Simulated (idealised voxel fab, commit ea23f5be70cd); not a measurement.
Process module under the name voxel gate over fins
Cross-section cut spans 140 nm and uses square cells 5 nm in size.
This document writes a cross-section as a grid whose cells are square, and gives it as bands, listed from the top down; one or more rows of cells form a band.
Top height, bottom height, nm. Materials left to right, width each, nm. Single material + "throughout" = fills band edge to edge. "air" = empty.
We count height from 0. Below that, the starting wafer is all one material. The lowest band never ends at the bottom but goes on down; see "0 down" for how that is written.
Per-row width for "30->40": begins at first number (top row of band), ends at second number (bottom row), increment between rows held constant.
"same as before" for a step: no cell of the cross-section changed in that step.
Entry "Closed internal voids". Content: empty spaces with no open connection to the top, size 8 cells or greater. Each: width x height at distance. Distance: from left edge. Unit: nm.
after a step's settings: what the simulator itself notes on the step
overlay nm: mask offset rightward from planned place, masked step; negative means leftward offset.

This section lists the process steps that were planned:
- 1: RECEIVE, material Si
- 2: CONFORMAL_DEP, material SiN, thk nm 5
- 3: PATTERN, tone cover, mask id FINS, material resist, width nm 15, pitch nm 45, thk nm 15, overlay nm 0
- 4: DIRECTIONAL_ETCH, etch materials SiN, depth nm 5
- 5: DIRECTIONAL_ETCH, etch materials Si, depth nm 30
- 6: STRIP, etch materials resist
- 7: OXIDIZE, depth nm 5
- 8: FILL_DEP, material SiO2, thk nm 15
- 9: CMP, height nm 5
- 10: SELECTIVE_ETCH, etch materials SiO2, depth nm 20
- 11: STRIP, etch materials SiN
- 12: CONFORMAL_DEP, material HfO2, thk nm 5
- 13: CONFORMAL_DEP, material TiN, thk nm 5
- 14: CONFORMAL_DEP, material TiAl, thk nm 5
- 15: CONFORMAL_DEP, material TiN, thk nm 5
- 16: FILL_DEP, material W, thk nm 15
- 17: CMP, height nm 30
- 18: CONFORMAL_DEP, material SiN, thk nm 5

Run as planned: first of two wafers:

As-received wafer cross-section (after step 1):
> 0 down  Si throughout
> Closed internal voids: none

after step 2:
> 5 to 0  SiN throughout
> Heights below 0 show no change.

after step 3:
> 20 to 5  40 of air  15 of resist  30 of air  15 of resist  40 of air
> Heights below 5 show no change.

after step 4:
> 20 to 5  40 of air  15 of resist  30 of air  15 of resist  40 of air
> 5 to 0  40 of air  15 of SiN  30 of air  15 of SiN  40 of air
> Heights below 0 show no change.

after step 5:
> 20 to 5  40 of air  15 of resist  30 of air  15 of resist  40 of air
> 5 to 0  40 of air  15 of SiN  30 of air  15 of SiN  40 of air
> 0 to -30  40 of air  15 of Si  30 of air  15 of Si  40 of air
> Heights below -30 show no change.

after step 6:
> 5 to 0  40 of air  15 of SiN  30 of air  15 of SiN  40 of air
> Heights below 0 show no change.

after step 7:
> 5 to 0  40 of air  15 of SiN  30 of air  15 of SiN  40 of air
> 0 to -30  40 of air  5 of SiO2  5 of Si  5 of SiO2  30 of air  5 of SiO2  5 of Si  5 of SiO2  40 of air
> -30 to -35  45 of SiO2  5 of Si  40 of SiO2  5 of Si  45 of SiO2
> Heights below -35 show no change.

after step 8:
> 20 to 5  SiO2 throughout
> 5 to 0  40 of SiO2  15 of SiN  30 of SiO2  15 of SiN  40 of SiO2
> 0 to -35  45 of SiO2  5 of Si  40 of SiO2  5 of Si  45 of SiO2
> Heights below -35 show no change.

after step 9:
> 5 to 0  40 of SiO2  15 of SiN  30 of SiO2  15 of SiN  40 of SiO2
> Heights below 0 show no change.

after step 10:
> 5 to 0  40 of air  15 of SiN  30 of air  15 of SiN  40 of air
> 0 to -15  45 of air  5 of Si  40 of air  5 of Si  45 of air
> Heights below -15 show no change.

after step 11:
> 0 to -15  45 of air  5 of Si  40 of air  5 of Si  45 of air
> Heights below -15 show no change.

after step 12:
> 5 to 0  40 of air  15 of HfO2  30 of air  15 of HfO2  40 of air
> 0 to -10  40 of air  5 of HfO2  5 of Si  5 of HfO2  30 of air  5 of HfO2  5 of Si  5 of HfO2  40 of air
> -10 to -15  45 of HfO2  5 of Si  40 of HfO2  5 of Si  45 of HfO2
> Heights below -15 show no change.

after step 13:
> 10 to 5  35 of air  25 of TiN  20 of air  25 of TiN  35 of air
> 5 to 0  35 of air  5 of TiN  15 of HfO2  5 of TiN  20 of air  5 of TiN  15 of HfO2  5 of TiN  35 of air
> 0 to -5  35 of air  5 of TiN  5 of HfO2  5 of Si  5 of HfO2  5 of TiN  20 of air  5 of TiN  5 of HfO2  5 of Si  5 of HfO2  5 of TiN  35 of air
> -5 to -10  40 of TiN  5 of HfO2  5 of Si  5 of HfO2  30 of TiN  5 of HfO2  5 of Si  5 of HfO2  40 of TiN
> Heights below -10 show no change.

after step 14:
> 15 to 10  30 of air  35 of TiAl  10 of air  35 of TiAl  30 of air
> 10 to 5  30 of air  5 of TiAl  25 of TiN  5 of TiAl  10 of air  5 of TiAl  25 of TiN  5 of TiAl  30 of air
> 5 to 0  30 of air  5 of TiAl  5 of TiN  15 of HfO2  5 of TiN  5 of TiAl  10 of air  5 of TiAl  5 of TiN  15 of HfO2  5 of TiN  5 of TiAl  30 of air
> 0 to -5  35 of TiAl  5 of TiN  5 of HfO2  5 of Si  5 of HfO2  5 of TiN  20 of TiAl  5 of TiN  5 of HfO2  5 of Si  5 of HfO2  5 of TiN  35 of TiAl
> Heights below -5 show no change.

after step 15:
> 20 to 15  25 of air  90 of TiN  25 of air
> 15 to 10  25 of air  5 of TiN  35 of TiAl  10 of TiN  35 of TiAl  5 of TiN  25 of air
> 10 to 5  25 of air  5 of TiN  5 of TiAl  25 of TiN  5 of TiAl  10 of TiN  5 of TiAl  25 of TiN  5 of TiAl  5 of TiN  25 of air
> 5 to 0  30 of TiN  5 of TiAl  5 of TiN  15 of HfO2  5 of TiN  5 of TiAl  10 of TiN  5 of TiAl  5 of TiN  15 of HfO2  5 of TiN  5 of TiAl  30 of TiN
> Heights below 0 show no change.

after step 16:
> 35 to 20  W throughout
> 20 to 15  25 of W  90 of TiN  25 of W
> 15 to 10  25 of W  5 of TiN  35 of TiAl  10 of TiN  35 of TiAl  5 of TiN  25 of W
> 10 to 5  25 of W  5 of TiN  5 of TiAl  25 of TiN  5 of TiAl  10 of TiN  5 of TiAl  25 of TiN  5 of TiAl  5 of TiN  25 of W
> Heights below 5 show no change.

after step 17:
> 30 to 20  W throughout
> Heights below 20 show no change.

after step 18:
> 35 to 30  SiN throughout
> Heights below 30 show no change.

Wafer two. Same start, same plan, one slip in execution. Same as wafer one through step 15, inclusive:

Look at the second wafer in cross-section at the time step 16 ought to have finished:
> 35 to 20  HfO2 throughout
> 20 to 15  25 of HfO2  90 of TiN  25 of HfO2
> 15 to 10  25 of HfO2  5 of TiN  35 of TiAl  10 of TiN  35 of TiAl  5 of TiN  25 of HfO2
> 10 to 5  25 of HfO2  5 of TiN  5 of TiAl  25 of TiN  5 of TiAl  10 of TiN  5 of TiAl  25 of TiN  5 of TiAl  5 of TiN  25 of HfO2
> Heights below 5 show no change.

Look at the second wafer in cross-section at the time step 17 ought to have finished:
> 30 to 20  HfO2 throughout
> Heights below 20 show no change.

Look at the second wafer in cross-section at the time step 18 ought to have finished:
> 35 to 30  SiN throughout
> Heights below 30 show no change.
Run error: step 16 did not happen as planned, as run it was FILL_DEP, material HfO2, thk nm 15
Final cells, second wafer relative to first, materials higher or lower: HfO2 +86; W -86
